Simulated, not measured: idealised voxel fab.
The name of this process module is voxel self aligned contacts.
For reference, the cross-section in this document is cut, with width 225 nm and square cells of 5 nm.
In what follows, cross-sections appear as grids of square cells, described through bands that run from the top down, where every band is one or more rows of cells.
Band: top height; bottom height; in nm. Then, left to right: material with width in nm, for each material. "full width": a single material spanning edge to edge. "blank": empty space.
For the purposes of this specification, 0 denotes the height below which the wafer in its as-received condition is composed wholly of one material, and the lowermost band, lacking a lower limit, extends downward without end, as expressed in "0 and below".
Per-row width for "30 to 40": begins at first number (top row of band), ends at second number (bottom row), increment between rows held constant.
Where the words "no alterations made" appear for a step, the cross-section shows no cell changed by that step; every cell remained as before.
In the "Listed closed voids" entry, you get each enclosed empty space of 8 cells or more, one with no open way to the top, written width x height at distance, distance from the left edge, in nm.
It should be noted that, on the line of a given step, the content following the step's settings is a remark produced by the simulator itself with respect to that step.
overlay nm: on a step with a mask, how far right of its planned place the mask lay; negative means left.

SO HERE'S THE LINEUP OF PROCESS STEPS WE PLANNED
step 1: RECEIVE | material Si
step 2: OXIDIZE | depth nm 5
step 3: DIRECTIONAL_DEP | material polySi | thk nm 20
step 4: DIRECTIONAL_DEP | material SiN | thk nm 20
step 5: DIRECTIONAL_DEP | material aC | thk nm 10
step 6: PATTERN | tone cover | mask id GATE | material resist | width nm 25 | pitch nm 50 | thk nm 30 | overlay nm 0
step 7: DIRECTIONAL_ETCH | etch materials aC | depth nm 10
step 8: STRIP | etch materials resist
step 9: DIRECTIONAL_ETCH | etch materials SiN | depth nm 20
step 10: DIRECTIONAL_ETCH | etch materials polySi | depth nm 20
step 11: STRIP | etch materials aC
step 12: CONFORMAL_DEP | material SiN | thk nm 5
step 13: DIRECTIONAL_ETCH | etch materials SiN | depth nm 5
step 14: FILL_DEP | material SiO2 | thk nm 15
step 15: CMP | height nm 50
step 16: PATTERN | tone open | mask id CONTACT | material resist | width nm 25 | pitch nm 50 | thk nm 20 | overlay nm 0
step 17: DIRECTIONAL_ETCH | etch materials SiO2 | depth nm 55
step 18: STRIP | etch materials resist
step 19: CONFORMAL_DEP | material TiN | thk nm 5
step 20: FILL_DEP | material Ru | thk nm 5
step 21: CMP | height nm 50
step 22: CONFORMAL_DEP | material SiCN | thk nm 5
Keep in mind the plan's value for the width nm of step 16 comes from the first wafer; the wafers don't share that setting, but they do share the same starting point.

HERE'S THE FIRST OF THE WAFERS IN CROSS-SECTION, JUST AS WE GOT IT, I.E. AFTER STEP 1
* 0 and below | Si full width
* Listed closed voids: none

HERE'S THE FIRST OF SEVERAL WAFERS IN CROSS-SECTION, END OF THE MODULE, AFTER THE LAST STEP, STEP 22
* 55 down to 50 | SiCN full width
* 50 down to 40 | SiO2: 75, TiN: 5 to 10, Ru: 15 to 5, TiN: 5 to 10, SiO2: 25, TiN: 5 to 10, Ru: 15 to 5, TiN: 5 to 10, SiO2: 75
* 40 down to 20 | SiO2: 45, SiN: 35, TiN: 5, Ru: 5, TiN: 5, SiN: 35, TiN: 5, Ru: 5, TiN: 5, SiN: 35, SiO2: 45
* 20 down to 0 | SiO2: 45, SiN: 5, polySi: 25, SiN: 5, TiN: 5, Ru: 5, TiN: 5, SiN: 5, polySi: 25, SiN: 5, TiN: 5, Ru: 5, TiN: 5, SiN: 5, polySi: 25, SiN: 5, SiO2: 45
* 0 down to -5 | SiO2: 80, TiN: 15, SiO2: 35, TiN: 15, SiO2: 80
* -5 and below | Si full width
* Listed closed voids: none

HERE'S THE LAST WAFER CROSS-SECTIONED AT THE END OF THE MODULE
* 55 down to 50 | SiCN full width
* 50 down to 40 | SiO2: 70, TiN: 5 to 15, Ru: 25 to 5, TiN: 5 to 15, SiO2: 15, TiN: 5 to 15, Ru: 25 to 5, TiN: 5 to 15, SiO2: 70
* 40 down to 20 | SiO2: 45, SiN: 35, TiN: 5, Ru: 5, TiN: 5, SiN: 35, TiN: 5, Ru: 5, TiN: 5, SiN: 35, SiO2: 45
* 20 down to 0 | SiO2: 45, SiN: 5, polySi: 25, SiN: 5, TiN: 5, Ru: 5, TiN: 5, SiN: 5, polySi: 25, SiN: 5, TiN: 5, Ru: 5, TiN: 5, SiN: 5, polySi: 25, SiN: 5, SiO2: 45
* 0 down to -5 | SiO2: 80, TiN: 15, SiO2: 35, TiN: 15, SiO2: 80
* -5 and below | Si full width
* Listed closed voids: none

PER WAFER (ROW), END OF MODULE: DELTA IN CELLS PER MATERIAL SINCE RECEIPT, (+) FOR GAINED, (-) FOR LOST; CLOSED VOIDS AFTER THAT
width nm 25, +24 Ru, -45 Si, +45 SiCN, +108 SiN, +253 SiO2, +50 TiN, +60 polySi, Listed closed voids: none
width nm 30, +26 Ru, -45 Si, +45 SiCN, +108 SiN, +249 SiO2, +52 TiN, +60 polySi, Listed closed voids: none
width nm 35, +28 Ru, -45 Si, +45 SiCN, +108 SiN, +245 SiO2, +54 TiN, +60 polySi, Listed closed voids: none
